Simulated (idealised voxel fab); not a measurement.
This is a process module. Its name is voxel local oxidation.
Xsec cut, 240 nm wide, square cell size 5 nm.
Each cross-section below is a grid of square cells, stated as bands in top-down order, with one or more rows of cells making up each band.
Per band: top height and bottom height in nm, followed by the left-to-right materials and their widths in nm; "throughout" marks a single material spanning edge to edge, "air" marks empty space.
Heights are reckoned from 0. Under this level, the received wafer is all of one material. The bottommost band is open-ended downward, for example "z 0 and below".
With a width like "30 to 40", each row of cells in the band differs from the next by the same amount, the top row carrying the first number and the bottom row the second.
For the purposes of this document, the phrase "no change" attached to a step denotes that no cell within the cross-section was modified by that step.
Empty spaces without an open route to the top, at least 8 cells in extent, make up the entry "Catalogued sealed voids"; each is given as width x height at distance, where the distance is measured from the left edge, and all are in nm.
Past the settings on a step's line: simulator remark, on that step.
The "overlay nm" setting may appear on a step's line; for a step that uses a mask, it gives how far to the right of its planned position the mask lay, and a negative value indicates the left.

### Listed below are the process steps as planned
- 1: RECEIVE (material Si)
- 2: CONFORMAL_DEP (material SiO2; thk nm 5)
- 3: CONFORMAL_DEP (material SiN; thk nm 10)
- 4: DIRECTIONAL_DEP (material aC; thk nm 15)
- 5: PATTERN (tone cover; mask id ACTIVE; material resist; width nm 105; thk nm 30; overlay nm 0)
- 6: DIRECTIONAL_ETCH (etch materials aC; depth nm 15)
- 7: STRIP (etch materials resist)
- 8: DIRECTIONAL_ETCH (etch materials SiN; depth nm 10)
- 9: STRIP (etch materials aC)
- 10: SELECTIVE_ETCH (etch materials SiO2; depth nm 5)
- 11: OXIDIZE (depth nm 10)
- 12: STRIP (etch materials SiN)
The wafers in this document start out alike and differ in the width nm applied at step 5; the plan shows the value used for the first wafer.

### Cross-section of the first of several received wafers, showing its state after step 1
z 0 and below = Si throughout
Catalogued sealed voids: none

### Wafer rows, end of module: cells per material gained (+) or lost (-) since receipt; closed voids last
width nm 105 | -66 Si | +85 SiO2 | Catalogued sealed voids: none
width nm 110 | -64 Si | +84 SiO2 | Catalogued sealed voids: none
width nm 115 | -62 Si | +83 SiO2 | Catalogued sealed voids: none
width nm 120 | -60 Si | +82 SiO2 | Catalogued sealed voids: none
width nm 125 | -58 Si | +81 SiO2 | Catalogued sealed voids: none
width nm 130 | -56 Si | +80 SiO2 | Catalogued sealed voids: none
